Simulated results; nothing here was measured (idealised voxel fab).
process module | voxel air gaps
cross-section cut | 270 nm wide | cells 5 nm
A cross-section is a grid of square cells, given in bands from the top down. A band is one or more rows of cells.
Each band's line starts with the height of the band's top and of its bottom, in nm. Then come its materials from left to right, each with its width in nm. One material with "throughout" fills the band from edge to edge. "air" is empty space.
Height 0 is the level under which the wafer as received is all one material. The lowest band goes on downwards, as in "0 down".
A width such as "30 to 40" changes by the same amount from each row of cells to the next, from the band's top row to its bottom row.
"no change" after a step means that no cell of the cross-section changed.
closed voids: empty space of 8 cells or more with no open way to the top, each as width x height at its distance from the left edge, in nm
after a step's settings: what the simulator itself notes on the step
overlay nm, on a step with a mask: how far to the right of its planned place the mask lay; to the left if negative
plan
1 op RECEIVE | material Si
2 op CONFORMAL_DEP | material SiO2 | thk nm 10
3 op CONFORMAL_DEP | material SiCN | thk nm 5
4 op DIRECTIONAL_DEP | material SiO2 | thk nm 40
5 op PATTERN | tone open | mask id LINES | material resist | width nm 25 | pitch nm 55 | thk nm 15 | overlay nm 0
6 op DIRECTIONAL_ETCH | etch materials SiO2 | depth nm 40
7 op STRIP | etch materials resist
8 op CONFORMAL_DEP | material TiN | thk nm 5
9 op FILL_DEP | material Ru | thk nm 5
10 op CMP | height nm 55
11 op EPI | material Ru | thk nm 10
12 op SELECTIVE_ETCH | etch materials SiO2 | depth nm 50
13 op CONFORMAL_DEP | material SiCN | thk nm 5
as received, after step 1
  0 down: Si throughout
  closed voids: none
first wafer at the end, as planned
  70 to 65: air 50 | SiCN 165 | air 55
  65 to 55: air 50 | SiCN 5 | Ru 45 | SiCN 10 | Ru 45 | SiCN 10 | Ru 45 | SiCN 5 | air 55
  55 to 50: air 50 | SiCN 15 | TiN 5 | Ru 15 | TiN 5 | SiCN 30 | TiN 5 | Ru 15 | TiN 5 | SiCN 30 | TiN 5 | Ru 15 | TiN 5 | SiCN 15 | air 55
  50 to 20: air 60 | SiCN 5 | TiN 5 | Ru 15 | TiN 5 | SiCN 5 | air 20 | SiCN 5 | TiN 5 | Ru 15 | TiN 5 | SiCN 5 | air 20 | SiCN 5 | TiN 5 | Ru 15 | TiN 5 | SiCN 5 | air 65
  20 to 15: SiCN 65 | TiN 25 | SiCN 30 | TiN 25 | SiCN 30 | TiN 25 | SiCN 70
  15 to 10: SiCN throughout
  10 to 0: SiO2 throughout
  0 down: Si throughout
  closed voids: 20 x 30 at 95; 20 x 30 at 150
second wafer at the end: like start, like plan, one mistake
  70 to 65: air 40 | SiCN 165 | air 65
  65 to 55: air 40 | SiCN 5 | Ru 45 | SiCN 10 | Ru 45 | SiCN 10 | Ru 45 | SiCN 5 | air 65
  55 to 50: air 40 | SiCN 15 | TiN 5 | Ru 15 | TiN 5 | SiCN 30 | TiN 5 | Ru 15 | TiN 5 | SiCN 30 | TiN 5 | Ru 15 | TiN 5 | SiCN 15 | air 65
  50 to 20: air 50 | SiCN 5 | TiN 5 | Ru 15 | TiN 5 | SiCN 5 | air 20 | SiCN 5 | TiN 5 | Ru 15 | TiN 5 | SiCN 5 | air 20 | SiCN 5 | TiN 5 | Ru 15 | TiN 5 | SiCN 5 | air 75
  20 to 15: SiCN 55 | TiN 25 | SiCN 30 | TiN 25 | SiCN 30 | TiN 25 | SiCN 80
  15 to 10: SiCN throughout
  10 to 0: SiO2 throughout
  0 down: Si throughout
  closed voids: 20 x 30 at 85; 20 x 30 at 140
what went wrong: step 5 ran as: op PATTERN | tone open | mask id LINES | material resist | width nm 25 | pitch nm 55 | thk nm 15 | overlay nm -10
at the end the second wafer has, in cells: as many of each material as the first, in other places
